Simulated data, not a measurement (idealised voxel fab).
process module | voxel quadruple lines
cross-section cut | 215 nm wide | cells 5 nm
A cross-section is a grid of square cells, given in bands from the top down. A band is one or more rows of cells.
Each band's line starts with the height of the band's top and of its bottom, in nm. Then come its materials from left to right, each with its width in nm. One material with "throughout" fills the band from edge to edge. "air" is empty space.
Height 0 is the level under which the wafer as received is all one material. The lowest band goes on downwards, as in "0 down".
A width such as "30 to 40" changes by the same amount from each row of cells to the next, from the band's top row to its bottom row.
"no change" after a step means that no cell of the cross-section changed.
closed voids: empty space of 8 cells or more with no open way to the top, each as width x height at its distance from the left edge, in nm
after a step's settings: what the simulator itself notes on the step
overlay nm, on a step with a mask: how far to the right of its planned place the mask lay; to the left if negative
plan
1 op RECEIVE | material Si
2 op CONFORMAL_DEP | material SiO2 | thk nm 5
3 op DIRECTIONAL_DEP | material TiN | thk nm 15
4 op DIRECTIONAL_DEP | material polySi | thk nm 15
5 op DIRECTIONAL_DEP | material aC | thk nm 25
6 op PATTERN | tone cover | mask id MANDREL | material resist | width nm 35 | thk nm 35 | overlay nm -15
7 op DIRECTIONAL_ETCH | etch materials aC | depth nm 25
8 op STRIP | etch materials resist
9 op CONFORMAL_DEP | material SiO2 | thk nm 15
10 op DIRECTIONAL_ETCH | etch materials SiO2 | depth nm 15
11 op STRIP | etch materials aC
12 op DIRECTIONAL_ETCH | etch materials polySi | depth nm 15
13 op STRIP | etch materials SiO2
14 op CONFORMAL_DEP | material SiCN | thk nm 10
15 op DIRECTIONAL_ETCH | etch materials SiCN | depth nm 10
16 op STRIP | etch materials polySi
17 op DIRECTIONAL_ETCH | etch materials TiN | depth nm 15
18 op STRIP | etch materials SiCN
19 op FILL_DEP | material lowk | thk nm 10
20 op CMP | height nm 20
varied across the wafers: overlay nm of step 6. The plan shows the first wafer's value. All wafers start alike
first wafer as received, after step 1
  0 down: Si throughout
  closed voids: none
first wafer at the end, after step 20
  20 to 5: lowk 50 | TiN 10 | lowk 15 | TiN 10 | lowk 15 | TiN 10 | lowk 15 | TiN 10 | lowk 80
  5 to 0: SiO2 throughout
  0 down: Si throughout
  closed voids: none
last wafer at the end
  20 to 5: lowk 80 | TiN 10 | lowk 15 | TiN 10 | lowk 15 | TiN 10 | lowk 15 | TiN 10 | lowk 50
  5 to 0: SiO2 throughout
  0 down: Si throughout
  closed voids: none
each wafer at the end: cells of each material gained (+) or lost (-) since it was received, then its closed voids
overlay nm -15 | +43 SiO2 | +24 TiN | +105 lowk | closed voids: none
overlay nm -10 | +43 SiO2 | +24 TiN | +105 lowk | closed voids: none
overlay nm -5 | +43 SiO2 | +24 TiN | +105 lowk | closed voids: none
overlay nm 0 | +43 SiO2 | +24 TiN | +105 lowk | closed voids: none
overlay nm 5 | +43 SiO2 | +24 TiN | +105 lowk | closed voids: none
overlay nm 10 | +43 SiO2 | +24 TiN | +105 lowk | closed voids: none
overlay nm 15 | +43 SiO2 | +24 TiN | +105 lowk | closed voids: none
